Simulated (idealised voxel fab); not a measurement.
Presented below is a process module, voxel double patterning.
It is cross-section cut that appears here, measuring 290 nm in width, its square cells being 5 nm in size.
In what follows, cross-sections appear as grids of square cells, described through bands that run from the top down, where every band is one or more rows of cells. Read a band's entry like this: the first values are the height of its top and the height of its bottom in nm, and what follows is the sequence of materials from left to right, each with its width in nm. Note that "air" is empty space, and that a single material marked "throughout" reaches across the band from edge to edge. We count height from 0. Below that, the starting wafer is all one material. The lowest band never ends at the bottom but goes on down; see "0 down" for how that is written. The notation "30 to 40" denotes a width that varies across the rows of cells in the band, beginning at the first number in the top row, finishing at the second number in the bottom row, and changing by an identical amount from each row to the next. For the purposes of this document, the phrase "no modification" attached to a step denotes that no cell within the cross-section was modified by that step. Under "Catalogued sealed voids" you'll find the enclosed gaps, the ones with no way out to the top, that are 8 cells or bigger; each reads width x height at distance, with distance counted from the left edge, everything in nm. Where a step's line continues beyond its settings, the continuation is a remark by the simulator itself on that step. A step line may carry the setting "overlay nm", which, for steps involving a mask, states the distance by which the mask lay to the right of its intended position; negative values denote displacement to the left.

The steps planned for the process are as follows
1 RECEIVE | material Si
2 CONFORMAL_DEP | material SiO2 | thk nm 10
3 DIRECTIONAL_DEP | material TiN | thk nm 10
4 DIRECTIONAL_DEP | material SiN | thk nm 10
5 DIRECTIONAL_DEP | material aC | thk nm 15
6 PATTERN | tone open | mask id FIRST | material resist | width nm 15 | pitch nm 50 | thk nm 30 | overlay nm 0
7 DIRECTIONAL_ETCH | etch materials aC | depth nm 15
8 STRIP | etch materials resist
9 DIRECTIONAL_ETCH | etch materials SiN | depth nm 10
10 STRIP | etch materials aC
11 PATTERN | tone open | mask id SECOND | material resist | width nm 15 | thk nm 20 | overlay nm 0
12 DIRECTIONAL_ETCH | etch materials SiN | depth nm 10
13 STRIP | etch materials resist
14 DIRECTIONAL_ETCH | etch materials TiN | depth nm 10
15 STRIP | etch materials SiN

The following pertains to the first of two wafers, which was processed as planned

This is the cross-section of the wafer as we received it, i.e. after step 1
- 0 down | Si throughout
- Catalogued sealed voids: none

The wafer, seen in cross-section, after step 2
- 10 to 0 | SiO2 throughout
- Everything below 0 is unchanged.

The wafer, seen in cross-section, after step 3
- 20 to 10 | TiN throughout
- Everything below 10 is unchanged.

The wafer, seen in cross-section, after step 4
- 30 to 20 | SiN throughout
- Everything below 20 is unchanged.

The wafer, seen in cross-section, after step 5
- 45 to 30 | aC throughout
- Everything below 30 is unchanged.

The wafer, seen in cross-section, after step 6
- 75 to 45 | 110 resist | 15 air | 35 resist | 15 air | 115 resist
- Everything below 45 is unchanged.

The wafer, seen in cross-section, after step 7
- 60 to 45 | 110 resist | 15 air | 35 resist | 15 air | 115 resist
- 45 to 30 | 110 aC | 15 air | 35 aC | 15 air | 115 aC
- Everything below 30 is unchanged.

The wafer, seen in cross-section, after step 8
- 45 to 30 | 110 aC | 15 air | 35 aC | 15 air | 115 aC
- Everything below 30 is unchanged.

The wafer, seen in cross-section, after step 9
- 45 to 30 | 110 aC | 15 air | 35 aC | 15 air | 115 aC
- 30 to 20 | 110 SiN | 15 air | 35 SiN | 15 air | 115 SiN
- Everything below 20 is unchanged.

The wafer, seen in cross-section, after step 10
- 30 to 20 | 110 SiN | 15 air | 35 SiN | 15 air | 115 SiN
- Everything below 20 is unchanged.

The wafer, seen in cross-section, after step 11
- 50 to 30 | 135 resist | 15 air | 140 resist
- 30 to 20 | 110 SiN | 15 resist | 35 SiN | 15 resist | 115 SiN
- Everything below 20 is unchanged.

The wafer, seen in cross-section, after step 12
- 50 to 30 | 135 resist | 15 air | 140 resist
- 30 to 20 | 110 SiN | 15 resist | 10 SiN | 15 air | 10 SiN | 15 resist | 115 SiN
- Everything below 20 is unchanged.

The wafer, seen in cross-section, after step 13
- 30 to 20 | 110 SiN | 15 air | 10 SiN | 15 air | 10 SiN | 15 air | 115 SiN
- Everything below 20 is unchanged.

The wafer, seen in cross-section, after step 14
- 30 to 20 | 110 SiN | 15 air | 10 SiN | 15 air | 10 SiN | 15 air | 115 SiN
- 20 to 10 | 110 TiN | 15 air | 10 TiN | 15 air | 10 TiN | 15 air | 115 TiN
- Everything below 10 is unchanged.

The wafer, seen in cross-section, after step 15
- 20 to 10 | 110 TiN | 15 air | 10 TiN | 15 air | 10 TiN | 15 air | 115 TiN
- Everything below 10 is unchanged.

Second Wafer (Identical Start and Plan, One Processing Error; Matches First Wafer Through Step 1)

Second wafer, cross-section, planned end of step 2
- 10 to 0 | TiN throughout
- Everything below 0 is unchanged.

Second wafer, cross-section, planned end of step 3
- 20 to 0 | TiN throughout
- Everything below 0 is unchanged.

Second wafer, cross-section, planned end of step 4
- 30 to 20 | SiN throughout
- Everything below 20 is unchanged.

Second wafer, cross-section, planned end of step 5
- 45 to 30 | aC throughout
- Everything below 30 is unchanged.

Second wafer, cross-section, planned end of step 6
- 75 to 45 | 110 resist | 15 air | 35 resist | 15 air | 115 resist
- Everything below 45 is unchanged.

Second wafer, cross-section, planned end of step 7
- 60 to 45 | 110 resist | 15 air | 35 resist | 15 air | 115 resist
- 45 to 30 | 110 aC | 15 air | 35 aC | 15 air | 115 aC
- Everything below 30 is unchanged.

Second wafer, cross-section, planned end of step 8
- 45 to 30 | 110 aC | 15 air | 35 aC | 15 air | 115 aC
- Everything below 30 is unchanged.

Second wafer, cross-section, planned end of step 9
- 45 to 30 | 110 aC | 15 air | 35 aC | 15 air | 115 aC
- 30 to 20 | 110 SiN | 15 air | 35 SiN | 15 air | 115 SiN
- Everything below 20 is unchanged.

Second wafer, cross-section, planned end of step 10
- 30 to 20 | 110 SiN | 15 air | 35 SiN | 15 air | 115 SiN
- Everything below 20 is unchanged.

Second wafer, cross-section, planned end of step 11
- 50 to 30 | 135 resist | 15 air | 140 resist
- 30 to 20 | 110 SiN | 15 resist | 35 SiN | 15 resist | 115 SiN
- Everything below 20 is unchanged.

Second wafer, cross-section, planned end of step 12
- 50 to 30 | 135 resist | 15 air | 140 resist
- 30 to 20 | 110 SiN | 15 resist | 10 SiN | 15 air | 10 SiN | 15 resist | 115 SiN
- Everything below 20 is unchanged.

Second wafer, cross-section, planned end of step 13
- 30 to 20 | 110 SiN | 15 air | 10 SiN | 15 air | 10 SiN | 15 air | 115 SiN
- Everything below 20 is unchanged.

Second wafer, cross-section, planned end of step 14
- 30 to 20 | 110 SiN | 15 air | 10 SiN | 15 air | 10 SiN | 15 air | 115 SiN
- 20 to 10 | 110 TiN | 15 air | 10 TiN | 15 air | 10 TiN | 15 air | 115 TiN
- Everything below 10 is unchanged.

Second wafer, cross-section, planned end of step 15
- 20 to 10 | 110 TiN | 15 air | 10 TiN | 15 air | 10 TiN | 15 air | 115 TiN
- Everything below 10 is unchanged.
Heads up, the wafer didn't run the way we planned it: step 2 off recipe, ran as CONFORMAL_DEP | material TiN | thk nm 10
Count the cells at the end and the second wafer has more or fewer of some materials than the first: SiO2: 116 fewer | TiN: 116 more
